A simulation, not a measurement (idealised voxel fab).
process module | voxel local oxidation
The figure presents cross-section cut, which has a width of 225 nm and is divided into square cells with an edge length of 5 nm.
The cross-sections in this document take the form of a grid made of square cells. They are written out as bands, in order from top to bottom. Each band consists of one or more rows of cells. Read a band's entry like this: the first values are the height of its top and the height of its bottom in nm, and what follows is the sequence of materials from left to right, each with its width in nm. Note that "air" is empty space, and that a single material marked "throughout" reaches across the band from edge to edge. It should be noted that heights are counted from 0, beneath which the wafer as supplied is of one material throughout, and that the lowest band possesses no lower boundary but continues downward, as written in "0..down". The expression "30..40" gives the width at the extremes of the band, the first number at its top row of cells and the second at its bottom row, with the width changing by equal amounts from each row to the next in between. Key: "nothing got changed" - step with no changed cell in the cross-section. "Closed void list" contains a list of empty spaces, each no smaller than 8 cells and without an open way to the top, written in the form width x height at distance with the distance from the left edge and all three in nm. Whatever follows a step's settings on its line is a remark the simulator itself makes about that step. If you see "overlay nm" on a step's line and that step has a mask, it's telling you how far right of where it was planned the mask ended up; a negative number means it went left instead.
LISTED BELOW ARE THE PROCESS STEPS AS PLANNED
1 RECEIVE | material Si
2 OXIDIZE | depth nm 5
3 CONFORMAL_DEP | material SiN | thk nm 15
4 MASKED_ETCH | tone cover | mask id ACTIVE | width nm 95 | etch materials SiN | depth nm 15 | overlay nm 0
5 SELECTIVE_ETCH | etch materials SiO2 | depth nm 5
6 OXIDIZE | depth nm 15
7 STRIP | etch materials SiN
CROSS-SECTIONAL VIEW OF THE WAFER IN ITS AS-RECEIVED CONDITION, CORRESPONDING TO THE STATE AFTER STEP 1
  0..down  Si throughout
  Closed void list: none
STARTING WAFER: ABOVE. PLAN: ABOVE. RUN: ONE MISTAKE. CROSS-SECTION AFTER THE MODULE: BELOW
  15..0  65 nm air; 95 nm SiN; 65 nm air
  0..-5  70 nm air; 85 nm SiO2; 70 nm air
  -5..-20  85 nm SiO2; 55 nm Si; 85 nm SiO2
  -20..down  Si throughout
  Closed void list: none
What went wrong in running the wafer? execution of step 7 of the plan did not take place, the step having been omitted
